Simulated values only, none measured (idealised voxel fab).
process module | voxel air gaps
cross-section cut | 180 nm wide | cells 5 nm
A cross-section is a grid of square cells, given in bands from the top down. A band is one or more rows of cells.
Each band's line starts with the height of the band's top and of its bottom, in nm. Then come its materials from left to right, each with its width in nm. One material with "throughout" fills the band from edge to edge. "air" is empty space.
Height 0 is the level under which the wafer as received is all one material. The lowest band goes on downwards, as in "0 down".
A width such as "30 to 40" changes by the same amount from each row of cells to the next, from the band's top row to its bottom row.
"no change" after a step means that no cell of the cross-section changed.
closed voids: empty space of 8 cells or more with no open way to the top, each as width x height at its distance from the left edge, in nm
after a step's settings: what the simulator itself notes on the step
overlay nm, on a step with a mask: how far to the right of its planned place the mask lay; to the left if negative
plan
1 op RECEIVE | material Si
2 op CONFORMAL_DEP | material SiO2 | thk nm 15
3 op CONFORMAL_DEP | material SiN | thk nm 5
4 op DIRECTIONAL_DEP | material SiO2 | thk nm 40
5 op PATTERN | tone open | mask id LINES | material resist | width nm 15 | pitch nm 45 | thk nm 20 | overlay nm 0
6 op DIRECTIONAL_ETCH | etch materials SiO2 | depth nm 40
7 op STRIP | etch materials resist
8 op CONFORMAL_DEP | material TiN | thk nm 5
9 op FILL_DEP | material W | thk nm 5
10 op CMP | height nm 60
11 op EPI | material Ru | thk nm 10
12 op SELECTIVE_ETCH | etch materials SiO2 | depth nm 50
13 op CONFORMAL_DEP | material SiCN | thk nm 5
first wafer, as planned
as received, after step 1
  0 down: Si throughout
  closed voids: none
after step 2
  15 to 0: SiO2 throughout
  below 0: unchanged
after step 3
  20 to 15: SiN throughout
  below 15: unchanged
after step 4
  60 to 20: SiO2 throughout
  below 20: unchanged
after step 5
  80 to 60: resist 35 | air 15 | resist 30 | air 15 | resist 30 | air 15 | resist 40
  below 60: unchanged
after step 6
  80 to 60: resist 35 | air 15 | resist 30 | air 15 | resist 30 | air 15 | resist 40
  60 to 20: SiO2 35 | air 15 | SiO2 30 | air 15 | SiO2 30 | air 15 | SiO2 40
  below 20: unchanged
after step 7
  60 to 20: SiO2 35 | air 15 | SiO2 30 | air 15 | SiO2 30 | air 15 | SiO2 40
  below 20: unchanged
after step 8
  65 to 60: TiN 40 | air 5 | TiN 40 | air 5 | TiN 40 | air 5 | TiN 45
  60 to 25: SiO2 35 | TiN 5 | air 5 | TiN 5 | SiO2 30 | TiN 5 | air 5 | TiN 5 | SiO2 30 | TiN 5 | air 5 | TiN 5 | SiO2 40
  25 to 20: SiO2 35 | TiN 15 | SiO2 30 | TiN 15 | SiO2 30 | TiN 15 | SiO2 40
  below 20: unchanged
after step 9
  70 to 65: W throughout
  65 to 60: TiN 40 | W 5 | TiN 40 | W 5 | TiN 40 | W 5 | TiN 45
  60 to 25: SiO2 35 | TiN 5 | W 5 | TiN 5 | SiO2 30 | TiN 5 | W 5 | TiN 5 | SiO2 30 | TiN 5 | W 5 | TiN 5 | SiO2 40
  below 25: unchanged
after step 10
  60 to 25: SiO2 35 | TiN 5 | W 5 | TiN 5 | SiO2 30 | TiN 5 | W 5 | TiN 5 | SiO2 30 | TiN 5 | W 5 | TiN 5 | SiO2 40
  below 25: unchanged
after step 11
  70 to 60: air 25 | Ru 35 | air 10 | Ru 35 | air 10 | Ru 35 | air 30
  below 60: unchanged
after step 12
  70 to 60: air 25 | Ru 35 | air 10 | Ru 35 | air 10 | Ru 35 | air 30
  60 to 25: air 35 | TiN 5 | W 5 | TiN 5 | air 30 | TiN 5 | W 5 | TiN 5 | air 30 | TiN 5 | W 5 | TiN 5 | air 40
  25 to 20: air 35 | TiN 15 | air 30 | TiN 15 | air 30 | TiN 15 | air 40
  below 20: unchanged
after step 13
  75 to 70: air 20 | SiCN 135 | air 25
  70 to 60: air 20 | SiCN 5 | Ru 35 | SiCN 10 | Ru 35 | SiCN 10 | Ru 35 | SiCN 5 | air 25
  60 to 55: air 20 | SiCN 15 | TiN 5 | W 5 | TiN 5 | SiCN 30 | TiN 5 | W 5 | TiN 5 | SiCN 30 | TiN 5 | W 5 | TiN 5 | SiCN 15 | air 25
  55 to 25: air 30 | SiCN 5 | TiN 5 | W 5 | TiN 5 | SiCN 5 | air 20 | SiCN 5 | TiN 5 | W 5 | TiN 5 | SiCN 5 | air 20 | SiCN 5 | TiN 5 | W 5 | TiN 5 | SiCN 5 | air 35
  25 to 20: SiCN 35 | TiN 15 | SiCN 30 | TiN 15 | SiCN 30 | TiN 15 | SiCN 40
  below 20: unchanged
  closed voids: 20 x 30 at 55; 20 x 30 at 100
second wafer: like start, like plan, one mistake. Through step 3 it matches the first wafer
when step 4 should have ended
  60 to 20: W throughout
  below 20: unchanged
when step 5 should have ended
  80 to 60: resist 35 | air 15 | resist 30 | air 15 | resist 30 | air 15 | resist 40
  below 60: unchanged
when step 6 should have ended: no change
when step 7 should have ended
  60 to 20: W throughout
  below 20: unchanged
when step 8 should have ended
  65 to 60: TiN throughout
  below 60: unchanged
when step 9 should have ended
  70 to 65: W throughout
  below 65: unchanged
when step 10 should have ended
  60 to 20: W throughout
  below 20: unchanged
when step 11 should have ended
  70 to 60: Ru throughout
  below 60: unchanged
when step 12 should have ended: no change
when step 13 should have ended
  75 to 70: SiCN throughout
  below 70: unchanged
what went wrong: step 4 ran as: op DIRECTIONAL_DEP | material W | thk nm 40
at the end the second wafer has, in cells: 30 more of Ru | 84 fewer of SiCN | 51 fewer of TiN | 267 more of W
closed voids at the end (first wafer, second wafer): 2, 0
